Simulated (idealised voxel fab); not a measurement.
The following process module bears the name voxel air gaps.
cross-section cut | 280 nm wide | cells 5 nm
Heads up, the way a cross-section reads in here is a grid of square cells, handed over as bands from the top down, with every band being one or more rows of cells. Band entry format. Leading values: height of top, height of bottom, nm. Remainder: materials in left-to-right order, each with its width in nm. Special words: "throughout" on a single material, which then fills the band edge to edge; "empty", empty space. Measure heights from 0. That's the level where, below it, the as-received wafer is all one material. The lowest band is bottomless and extends downward; write it as in "0..down". Graded width ("30->40"): value in top row of band = first number; value in bottom row = second number; row-to-row change constant. Take "stayed the same" at face value: in the step it is given for, the cross-section changed in none of its cells. So "Voids, fully enclosed" is basically the list of trapped voids: any empty space of 8 cells or more that can't reach the top through an opening. They're written width x height at distance, the distance being from the left edge, and it's all nm. If you see something after the settings on a step's line, that's the simulator's own remark about that step. Among the settings permitted on a step's line is "overlay nm"; applied to a step with a mask, it specifies the extent to which the mask lay to the right of its planned position, whereas a negative figure signifies a position to the left.

Plan
1: RECEIVE,material Si
2: CONFORMAL_DEP,material SiO2,thk nm 10
3: CONFORMAL_DEP,material SiN,thk nm 5
4: DIRECTIONAL_DEP,material lowk,thk nm 40
5: PATTERN,tone open,mask id LINES,material resist,width nm 20,pitch nm 45,thk nm 15,overlay nm 0
6: DIRECTIONAL_ETCH,etch materials lowk,depth nm 40
7: STRIP,etch materials resist
8: CONFORMAL_DEP,material TiN,thk nm 5
9: FILL_DEP,material Ru,thk nm 10
10: CMP,height nm 55
11: EPI,material Ru,thk nm 10
12: SELECTIVE_ETCH,etch materials lowk,depth nm 50
13: CONFORMAL_DEP,material SiCN,thk nm 5

Cross-section, incoming material, after step 1
- 0..down | Si throughout
- Voids, fully enclosed: none

End-of-module cross-section of the first of two wafers, processed as planned
- 70..65 | empty (45); SiCN (185); empty (50)
- 65..55 | empty (45); SiCN (5); Ru (40); SiCN (5); Ru (40); SiCN (5); Ru (40); SiCN (5); Ru (40); SiCN (5); empty (50)
- 55..50 | empty (45); SiCN (15); TiN (5); Ru (10); TiN (5); SiCN (25); TiN (5); Ru (10); TiN (5); SiCN (25); TiN (5); Ru (10); TiN (5); SiCN (25); TiN (5); Ru (10); TiN (5); SiCN (15); empty (50)
- 50..20 | empty (55); SiCN (5); TiN (5); Ru (10); TiN (5); SiCN (5); empty (15); SiCN (5); TiN (5); Ru (10); TiN (5); SiCN (5); empty (15); SiCN (5); TiN (5); Ru (10); TiN (5); SiCN (5); empty (15); SiCN (5); TiN (5); Ru (10); TiN (5); SiCN (5); empty (60)
- 20..15 | SiCN (60); TiN (20); SiCN (25); TiN (20); SiCN (25); TiN (20); SiCN (25); TiN (20); SiCN (65)
- 15..10 | SiN throughout
- 10..0 | SiO2 throughout
- 0..down | Si throughout
- Voids, fully enclosed: 15 x 30 at 85; 15 x 30 at 130; 15 x 30 at 175

Second of two wafers, module complete, sectioned: it shares the first wafer's start and plan but was run with one mistake
- 70..65 | empty (50); SiCN (180); empty (50)
- 65..55 | empty (50); SiCN (5); Ru (35); SiCN (10); Ru (35); SiCN (10); Ru (35); SiCN (10); Ru (35); SiCN (5); empty (50)
- 55..50 | empty (50); SiCN (15); TiN (5); Ru (5); TiN (5); SiCN (30); TiN (5); Ru (5); TiN (5); SiCN (30); TiN (5); Ru (5); TiN (5); SiCN (30); TiN (5); Ru (5); TiN (5); SiCN (15); empty (50)
- 50..20 | empty (60); SiCN (5); TiN (5); Ru (5); TiN (5); SiCN (5); empty (20); SiCN (5); TiN (5); Ru (5); TiN (5); SiCN (5); empty (20); SiCN (5); TiN (5); Ru (5); TiN (5); SiCN (5); empty (20); SiCN (5); TiN (5); Ru (5); TiN (5); SiCN (5); empty (60)
- 20..15 | SiCN (65); TiN (15); SiCN (30); TiN (15); SiCN (30); TiN (15); SiCN (30); TiN (15); SiCN (65)
- 15..10 | SiN throughout
- 10..0 | SiO2 throughout
- 0..down | Si throughout
- Voids, fully enclosed: 20 x 30 at 85; 20 x 30 at 130; 20 x 30 at 175
What went wrong in running the wafer? step 5 went in with a setting other than planned; the actual run was PATTERN,tone open,mask id LINES,material resist,width nm 15,pitch nm 45,thk nm 15,overlay nm 0
Cell-count delta at end, second wafer over first, by material: Ru -36, SiCN +12, TiN -4
